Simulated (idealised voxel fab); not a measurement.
Presented below is a process module, voxel gate over fins.
For reference, the cross-section in this document is cut, with width 290 nm and square cells of 5 nm.
Cross-section spec: square-cell grid; bands listed top down; each band is one or more rows. What a band's entry tells you: where the top is and where the bottom is, as heights in nm, and after that what lies inside, material by material from left to right, each with its width in nm. Empty space is written as the word "air", and a single material marked with the word "all across" occupies the band from edge to edge. All heights in this document are referenced to 0, defined as the level beneath which the wafer, as received, consists entirely of one material. The lowest band is not bounded below; it extends indefinitely downward and is written in the form "0 and below". The two numbers in a width such as "30->40" mark its ends across the band: the first belongs to the top row of cells, the second to the bottom row, and from each row to the next the width moves by the same amount. "nothing different" after a step means that no cell of the cross-section changed. The entry titled "Enclosed empty spaces" provides the empty spaces that have no open way to the top, restricted to those of 8 cells or more. Each is presented as width x height at distance, the distance being measured from the left edge, with all three in nm. Post-settings text on a step line: simulator's own remark regarding the step. overlay nm: right-of-plan distance of the mask on a masked step; negative values mean left-of-plan.
**Below is the list of planned process steps**
1,op RECEIVE | material Si
2,op CONFORMAL_DEP | material SiN | thk nm 10
3,op DIRECTIONAL_DEP | material aC | thk nm 10
4,op PATTERN | tone cover | mask id FINS | material resist | width nm 15 | pitch nm 45 | thk nm 30 | overlay nm 0
5,op DIRECTIONAL_ETCH | etch materials aC | depth nm 10
6,op STRIP | etch materials resist
7,op DIRECTIONAL_ETCH | etch materials SiN | depth nm 10
8,op DIRECTIONAL_ETCH | etch materials Si | depth nm 40
9,op STRIP | etch materials aC
10,op OXIDIZE | depth nm 5
11,op FILL_DEP | material SiO2 | thk nm 5
12,op CMP | height nm 10
13,op SELECTIVE_ETCH | etch materials SiO2 | depth nm 25
14,op STRIP | etch materials SiN
15,op CONFORMAL_DEP | material HfO2 | thk nm 5
16,op CONFORMAL_DEP | material TiN | thk nm 5
17,op CONFORMAL_DEP | material TiAl | thk nm 5
18,op CONFORMAL_DEP | material TiN | thk nm 5
19,op FILL_DEP | material W | thk nm 10
20,op CMP | height nm 25
21,op CONFORMAL_DEP | material SiN | thk nm 5
It is noted that the wafers described herein are identical at the outset and are distinguished by the thk nm of step 18; the value stated in the plan corresponds to the first wafer.
**Cross-section of the first of several wafers on receipt, reflecting completion of step 1**
> 0 and below: Si all across
> Enclosed empty spaces: none
**The first of several wafers, seen in cross-section after the module's last step, step 21**
> 30 down to 25: SiN all across
> 25 down to 20: W all across
> 20 down to 15: 75 W; 135 TiN; 80 W
> 15 down to 10: 75 W; 5 TiN; 35 TiAl; 10 TiN; 35 TiAl; 10 TiN; 35 TiAl; 5 TiN; 80 W
> 10 down to 5: 75 W; 5 TiN; 5 TiAl; 25 TiN; 5 TiAl; 10 TiN; 5 TiAl; 25 TiN; 5 TiAl; 10 TiN; 5 TiAl; 25 TiN; 5 TiAl; 5 TiN; 80 W
> 5 down to 0: 80 TiN; 5 TiAl; 5 TiN; 15 HfO2; 5 TiN; 5 TiAl; 10 TiN; 5 TiAl; 5 TiN; 15 HfO2; 5 TiN; 5 TiAl; 10 TiN; 5 TiAl; 5 TiN; 15 HfO2; 5 TiN; 5 TiAl; 85 TiN
> 0 down to -5: 85 TiAl; 5 TiN; 5 HfO2; 5 Si; 5 HfO2; 5 TiN; 20 TiAl; 5 TiN; 5 HfO2; 5 Si; 5 HfO2; 5 TiN; 20 TiAl; 5 TiN; 5 HfO2; 5 Si; 5 HfO2; 5 TiN; 90 TiAl
> -5 down to -10: 90 TiN; 5 HfO2; 5 Si; 5 HfO2; 30 TiN; 5 HfO2; 5 Si; 5 HfO2; 30 TiN; 5 HfO2; 5 Si; 5 HfO2; 95 TiN
> -10 down to -15: 95 HfO2; 5 Si; 40 HfO2; 5 Si; 40 HfO2; 5 Si; 100 HfO2
> -15 down to -45: 95 SiO2; 5 Si; 40 SiO2; 5 Si; 40 SiO2; 5 Si; 100 SiO2
> -45 and below: Si all across
> Enclosed empty spaces: none
**Here we cross-sectioned the last of the wafers once the module was done**
> 30 down to 25: SiN all across
> 25 down to 20: 60 W; 165 TiN; 65 W
> 20 down to 15: TiN all across
> 15 down to 10: 80 TiN; 35 TiAl; 10 TiN; 35 TiAl; 10 TiN; 35 TiAl; 85 TiN
> 10 down to 5: 80 TiN; 5 TiAl; 25 TiN; 5 TiAl; 10 TiN; 5 TiAl; 25 TiN; 5 TiAl; 10 TiN; 5 TiAl; 25 TiN; 5 TiAl; 85 TiN
> 5 down to 0: 80 TiN; 5 TiAl; 5 TiN; 15 HfO2; 5 TiN; 5 TiAl; 10 TiN; 5 TiAl; 5 TiN; 15 HfO2; 5 TiN; 5 TiAl; 10 TiN; 5 TiAl; 5 TiN; 15 HfO2; 5 TiN; 5 TiAl; 85 TiN
> 0 down to -5: 85 TiAl; 5 TiN; 5 HfO2; 5 Si; 5 HfO2; 5 TiN; 20 TiAl; 5 TiN; 5 HfO2; 5 Si; 5 HfO2; 5 TiN; 20 TiAl; 5 TiN; 5 HfO2; 5 Si; 5 HfO2; 5 TiN; 90 TiAl
> -5 down to -10: 90 TiN; 5 HfO2; 5 Si; 5 HfO2; 30 TiN; 5 HfO2; 5 Si; 5 HfO2; 30 TiN; 5 HfO2; 5 Si; 5 HfO2; 95 TiN
> -10 down to -15: 95 HfO2; 5 Si; 40 HfO2; 5 Si; 40 HfO2; 5 Si; 100 HfO2
> -15 down to -45: 95 SiO2; 5 Si; 40 SiO2; 5 Si; 40 SiO2; 5 Si; 100 SiO2
> -45 and below: Si all across
> Enclosed empty spaces: none
**wafer rows; end of module; cells per material since receipt: (+) gained, (-) lost; then closed voids**
thk nm 5, +76 HfO2, -495 Si, +58 SiN, +330 SiO2, +76 TiAl, +152 TiN, +151 W, Enclosed empty spaces: none
thk nm 10, +76 HfO2, -495 Si, +58 SiN, +330 SiO2, +76 TiAl, +216 TiN, +87 W, Enclosed empty spaces: none
thk nm 15, +76 HfO2, -495 Si, +58 SiN, +330 SiO2, +76 TiAl, +249 TiN, +54 W, Enclosed empty spaces: none
thk nm 20, +76 HfO2, -495 Si, +58 SiN, +330 SiO2, +76 TiAl, +278 TiN, +25 W, Enclosed empty spaces: none
